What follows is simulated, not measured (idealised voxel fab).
process module | voxel released beams
cross-section cut | 225 nm wide | cells 5 nm
A cross-section is a grid of square cells, given in bands from the top down. A band is one or more rows of cells.
Each band's line starts with the height of the band's top and of its bottom, in nm. Then come its materials from left to right, each with its width in nm. One material with "throughout" fills the band from edge to edge. "air" is empty space.
Height 0 is the level under which the wafer as received is all one material. The lowest band goes on downwards, as in "0 down".
A width such as "30 to 40" changes by the same amount from each row of cells to the next, from the band's top row to its bottom row.
"no change" after a step means that no cell of the cross-section changed.
closed voids: empty space of 8 cells or more with no open way to the top, each as width x height at its distance from the left edge, in nm
after a step's settings: what the simulator itself notes on the step
overlay nm, on a step with a mask: how far to the right of its planned place the mask lay; to the left if negative
plan
1 op RECEIVE | material Si
2 op CONFORMAL_DEP | material Al2O3 | thk nm 10
3 op DIRECTIONAL_DEP | material SiO2 | thk nm 20
4 op DIRECTIONAL_DEP | material aC | thk nm 15
5 op PATTERN | tone open | mask id ANCHOR | material resist | width nm 45 | thk nm 35 | overlay nm 0
6 op DIRECTIONAL_ETCH | etch materials aC | depth nm 15
7 op STRIP | etch materials resist
8 op DIRECTIONAL_ETCH | etch materials SiO2 | depth nm 20
9 op STRIP | etch materials aC
10 op CONFORMAL_DEP | material polySi | thk nm 15
11 op PATTERN | tone cover | mask id BEAM | material resist | width nm 120 | thk nm 20 | overlay nm 0
12 op DIRECTIONAL_ETCH | etch materials polySi | depth nm 15
13 op STRIP | etch materials resist
14 op STRIP | etch materials SiO2
first wafer, as planned
as received, after step 1
  0 down: Si throughout
  closed voids: none
after step 2
  10 to 0: Al2O3 throughout
  below 0: unchanged
after step 3
  30 to 10: SiO2 throughout
  below 10: unchanged
after step 4
  45 to 30: aC throughout
  below 30: unchanged
after step 5
  80 to 45: resist 55 | air 45 | resist 125
  below 45: unchanged
after step 6
  65 to 45: resist 55 | air 45 | resist 125
  45 to 30: aC 55 | air 45 | aC 125
  below 30: unchanged
after step 7
  45 to 30: aC 55 | air 45 | aC 125
  below 30: unchanged
after step 8
  45 to 30: aC 55 | air 45 | aC 125
  30 to 10: SiO2 55 | air 45 | SiO2 125
  below 10: unchanged
after step 9
  30 to 10: SiO2 55 | air 45 | SiO2 125
  below 10: unchanged
after step 10
  45 to 30: polySi 70 | air 15 | polySi 140
  30 to 25: SiO2 55 | polySi 15 | air 15 | polySi 15 | SiO2 125
  25 to 10: SiO2 55 | polySi 45 | SiO2 125
  below 10: unchanged
after step 11
  65 to 45: air 50 | resist 120 | air 55
  45 to 30: polySi 70 | resist 15 | polySi 140
  30 to 25: SiO2 55 | polySi 15 | resist 15 | polySi 15 | SiO2 125
  below 25: unchanged
after step 12
  65 to 45: air 50 | resist 120 | air 55
  45 to 30: air 50 | polySi 20 | resist 15 | polySi 85 | air 55
  below 30: unchanged
after step 13
  45 to 30: air 50 | polySi 20 | air 15 | polySi 85 | air 55
  30 to 25: SiO2 55 | polySi 15 | air 15 | polySi 15 | SiO2 125
  below 25: unchanged
after step 14
  45 to 30: air 50 | polySi 20 | air 15 | polySi 85 | air 55
  30 to 25: air 55 | polySi 15 | air 15 | polySi 15 | air 125
  25 to 10: air 55 | polySi 45 | air 125
  below 10: unchanged
second wafer: like start, like plan, one mistake. Through step 1 it matches the first wafer
when step 2 should have ended: no change
when step 3 should have ended
  20 to 0: SiO2 throughout
  below 0: unchanged
when step 4 should have ended
  35 to 20: aC throughout
  below 20: unchanged
when step 5 should have ended
  70 to 35: resist 55 | air 45 | resist 125
  below 35: unchanged
when step 6 should have ended
  55 to 35: resist 55 | air 45 | resist 125
  35 to 20: aC 55 | air 45 | aC 125
  below 20: unchanged
when step 7 should have ended
  35 to 20: aC 55 | air 45 | aC 125
  below 20: unchanged
when step 8 should have ended
  35 to 20: aC 55 | air 45 | aC 125
  20 to 0: SiO2 55 | air 45 | SiO2 125
  below 0: unchanged
when step 9 should have ended
  20 to 0: SiO2 55 | air 45 | SiO2 125
  below 0: unchanged
when step 10 should have ended
  35 to 20: polySi 70 | air 15 | polySi 140
  20 to 15: SiO2 55 | polySi 15 | air 15 | polySi 15 | SiO2 125
  15 to 0: SiO2 55 | polySi 45 | SiO2 125
  below 0: unchanged
when step 11 should have ended
  55 to 35: air 50 | resist 120 | air 55
  35 to 20: polySi 70 | resist 15 | polySi 140
  20 to 15: SiO2 55 | polySi 15 | resist 15 | polySi 15 | SiO2 125
  below 15: unchanged
when step 12 should have ended
  55 to 35: air 50 | resist 120 | air 55
  35 to 20: air 50 | polySi 20 | resist 15 | polySi 85 | air 55
  below 20: unchanged
when step 13 should have ended
  35 to 20: air 50 | polySi 20 | air 15 | polySi 85 | air 55
  20 to 15: SiO2 55 | polySi 15 | air 15 | polySi 15 | SiO2 125
  below 15: unchanged
when step 14 should have ended
  35 to 20: air 50 | polySi 20 | air 15 | polySi 85 | air 55
  20 to 15: air 55 | polySi 15 | air 15 | polySi 15 | air 125
  15 to 0: air 55 | polySi 45 | air 125
  below 0: unchanged
what went wrong: step 2 was left out
at the end the second wafer has, in cells: 90 fewer of Al2O3
